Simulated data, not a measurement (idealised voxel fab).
process module | voxel trench capacitor
cross-section cut | 175 nm wide | cells 5 nm
A cross-section is a grid of square cells, given in bands from the top down. A band is one or more rows of cells.
Each band's line starts with the height of the band's top and of its bottom, in nm. Then come its materials from left to right, each with its width in nm. One material with "throughout" fills the band from edge to edge. "air" is empty space.
Height 0 is the level under which the wafer as received is all one material. The lowest band goes on downwards, as in "0 down".
A width such as "30 to 40" changes by the same amount from each row of cells to the next, from the band's top row to its bottom row.
"no change" after a step means that no cell of the cross-section changed.
closed voids: empty space of 8 cells or more with no open way to the top, each as width x height at its distance from the left edge, in nm
after a step's settings: what the simulator itself notes on the step
overlay nm, on a step with a mask: how far to the right of its planned place the mask lay; to the left if negative
plan
1 op RECEIVE | material Si
2 op CONFORMAL_DEP | material SiN | thk nm 10
3 op DIRECTIONAL_DEP | material aC | thk nm 15
4 op PATTERN | tone open | mask id TRENCH | material resist | width nm 25 | pitch nm 40 | thk nm 30 | overlay nm -15
5 op DIRECTIONAL_ETCH | etch materials aC | depth nm 15
6 op STRIP | etch materials resist
7 op DIRECTIONAL_ETCH | etch materials SiN | depth nm 10
8 op DIRECTIONAL_ETCH | etch materials Si | depth nm 35
9 op STRIP | etch materials aC
10 op CONFORMAL_DEP | material Al2O3 | thk nm 5
11 op CONFORMAL_DEP | material TiN | thk nm 5
12 op FILL_DEP | material W | thk nm 10
13 op CMP | height nm 10
varied across the wafers: overlay nm of step 4. The plan shows the first wafer's value. All wafers start alike
first wafer as received, after step 1
  0 down: Si throughout
  closed voids: none
first wafer at the end, after step 13
  10 to 0: SiN 20 | Al2O3 5 | TiN 5 | W 5 | TiN 5 | Al2O3 5 | SiN 15 | Al2O3 5 | TiN 5 | W 5 | TiN 5 | Al2O3 5 | SiN 15 | Al2O3 5 | TiN 5 | W 5 | TiN 5 | Al2O3 5 | SiN 50
  0 to -25: Si 20 | Al2O3 5 | TiN 5 | W 5 | TiN 5 | Al2O3 5 | Si 15 | Al2O3 5 | TiN 5 | W 5 | TiN 5 | Al2O3 5 | Si 15 | Al2O3 5 | TiN 5 | W 5 | TiN 5 | Al2O3 5 | Si 50
  -25 to -30: Si 20 | Al2O3 5 | TiN 15 | Al2O3 5 | Si 15 | Al2O3 5 | TiN 15 | Al2O3 5 | Si 15 | Al2O3 5 | TiN 15 | Al2O3 5 | Si 50
  -30 to -35: Si 20 | Al2O3 25 | Si 15 | Al2O3 25 | Si 15 | Al2O3 25 | Si 50
  -35 down: Si throughout
  closed voids: none
last wafer at the end
  10 to 0: SiN 50 | Al2O3 5 | TiN 5 | W 5 | TiN 5 | Al2O3 5 | SiN 15 | Al2O3 5 | TiN 5 | W 5 | TiN 5 | Al2O3 5 | SiN 15 | Al2O3 5 | TiN 5 | W 5 | TiN 5 | Al2O3 5 | SiN 20
  0 to -25: Si 50 | Al2O3 5 | TiN 5 | W 5 | TiN 5 | Al2O3 5 | Si 15 | Al2O3 5 | TiN 5 | W 5 | TiN 5 | Al2O3 5 | Si 15 | Al2O3 5 | TiN 5 | W 5 | TiN 5 | Al2O3 5 | Si 20
  -25 to -30: Si 50 | Al2O3 5 | TiN 15 | Al2O3 5 | Si 15 | Al2O3 5 | TiN 15 | Al2O3 5 | Si 15 | Al2O3 5 | TiN 15 | Al2O3 5 | Si 20
  -30 to -35: Si 50 | Al2O3 25 | Si 15 | Al2O3 25 | Si 15 | Al2O3 25 | Si 20
  -35 down: Si throughout
  closed voids: none
each wafer at the end: cells of each material gained (+) or lost (-) since it was received, then its closed voids
overlay nm -15 | +63 Al2O3 | -105 Si | +40 SiN | +51 TiN | +21 W | closed voids: none
overlay nm -10 | +63 Al2O3 | -105 Si | +40 SiN | +51 TiN | +21 W | closed voids: none
overlay nm -5 | +63 Al2O3 | -105 Si | +40 SiN | +51 TiN | +21 W | closed voids: none
overlay nm 0 | +63 Al2O3 | -105 Si | +40 SiN | +51 TiN | +21 W | closed voids: none
overlay nm 5 | +63 Al2O3 | -105 Si | +40 SiN | +51 TiN | +21 W | closed voids: none
overlay nm 10 | +63 Al2O3 | -105 Si | +40 SiN | +51 TiN | +21 W | closed voids: none
overlay nm 15 | +63 Al2O3 | -105 Si | +40 SiN | +51 TiN | +21 W | closed voids: none
